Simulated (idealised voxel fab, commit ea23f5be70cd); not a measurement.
process module | voxel lift off
cross-section cut | 265 nm wide | cells 5 nm
A cross-section is a grid of square cells, given in bands from the top down. A band is one or more rows of cells.
Each band's line starts with the height of the band's top and of its bottom, in nm. Then come its materials from left to right, each with its width in nm. One material with "throughout" fills the band from edge to edge. "air" is empty space.
Height 0 is the level under which the wafer as received is all one material. The lowest band goes on downwards, as in "0 down".
A width such as "30 to 40" changes by the same amount from each row of cells to the next, from the band's top row to its bottom row.
"no change" after a step means that no cell of the cross-section changed.
closed voids: empty space of 8 cells or more with no open way to the top, each as width x height at its distance from the left edge, in nm
after a step's settings: what the simulator itself notes on the step
overlay nm, on a step with a mask: how far to the right of its planned place the mask lay; to the left if negative
plan
1 op RECEIVE | material Si
2 op CONFORMAL_DEP | material SiO2 | thk nm 5
3 op PATTERN | tone open | mask id LINES | material resist | width nm 30 | pitch nm 50 | thk nm 25 | overlay nm 0
4 op DIRECTIONAL_DEP | material Ru | thk nm 15
5 op STRIP | etch materials resist
6 op CONFORMAL_DEP | material SiN | thk nm 5
as received, after step 1
  0 down: Si throughout
  closed voids: none
a wafer at the end: this start, this plan, one mistake
  25 to 20: SiN 70 | air 20 | SiN 30 | air 20 | SiN 30 | air 20 | SiN 75
  20 to 10: Ru 65 | SiN 5 | air 20 | SiN 5 | Ru 20 | SiN 5 | air 20 | SiN 5 | Ru 20 | SiN 5 | air 20 | SiN 5 | Ru 70
  10 to 5: Ru 65 | SiN 30 | Ru 20 | SiN 30 | Ru 20 | SiN 30 | Ru 70
  5 to 0: SiO2 throughout
  0 down: Si throughout
  closed voids: none
what went wrong: step 3 ran as: op PATTERN | tone cover | mask id LINES | material resist | width nm 30 | pitch nm 50 | thk nm 25 | overlay nm 0
